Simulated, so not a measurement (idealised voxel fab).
process module | voxel released beams
cross-section cut | 170 nm wide | cells 5 nm
A cross-section is a grid of square cells, given in bands from the top down. A band is one or more rows of cells.
Each band's line starts with the height of the band's top and of its bottom, in nm. Then come its materials from left to right, each with its width in nm. One material with "throughout" fills the band from edge to edge. "air" is empty space.
Height 0 is the level under which the wafer as received is all one material. The lowest band goes on downwards, as in "0 down".
A width such as "30 to 40" changes by the same amount from each row of cells to the next, from the band's top row to its bottom row.
"no change" after a step means that no cell of the cross-section changed.
closed voids: empty space of 8 cells or more with no open way to the top, each as width x height at its distance from the left edge, in nm
after a step's settings: what the simulator itself notes on the step
overlay nm, on a step with a mask: how far to the right of its planned place the mask lay; to the left if negative
plan
1 op RECEIVE | material Si
2 op CONFORMAL_DEP | material SiN | thk nm 5
3 op DIRECTIONAL_DEP | material SiO2 | thk nm 20
4 op DIRECTIONAL_DEP | material aC | thk nm 15
5 op PATTERN | tone open | mask id ANCHOR | material resist | width nm 45 | thk nm 30 | overlay nm 0
6 op DIRECTIONAL_ETCH | etch materials aC | depth nm 15
7 op STRIP | etch materials resist
8 op DIRECTIONAL_ETCH | etch materials SiO2 | depth nm 20
9 op STRIP | etch materials aC
10 op CONFORMAL_DEP | material polySi | thk nm 15
11 op DIRECTIONAL_DEP | material aC | thk nm 10
12 op PATTERN | tone cover | mask id BEAM | material resist | width nm 90 | thk nm 25 | overlay nm 0
13 op DIRECTIONAL_ETCH | etch materials aC | depth nm 10
14 op STRIP | etch materials resist
15 op DIRECTIONAL_ETCH | etch materials polySi | depth nm 15
16 op STRIP | etch materials aC
17 op STRIP | etch materials SiO2
as received, after step 1
  0 down: Si throughout
  closed voids: none
first wafer at the end, as planned
  40 to 25: air 35 | polySi 20 | air 15 | polySi 55 | air 45
  25 to 20: air 40 | polySi 15 | air 15 | polySi 15 | air 85
  20 to 5: air 40 | polySi 45 | air 85
  5 to 0: SiN throughout
  0 down: Si throughout
  closed voids: none
second wafer at the end: like start, like plan, one mistake
  40 to 25: air 30 | polySi 25 | air 15 | polySi 60 | air 40
  25 to 20: air 40 | polySi 15 | air 15 | polySi 15 | air 85
  20 to 5: air 40 | polySi 45 | air 85
  5 to 0: SiN throughout
  0 down: Si throughout
  closed voids: none
what went wrong: step 12 ran as: op PATTERN | tone cover | mask id BEAM | material resist | width nm 100 | thk nm 25 | overlay nm 0
at the end the second wafer has, in cells: 6 more of polySi
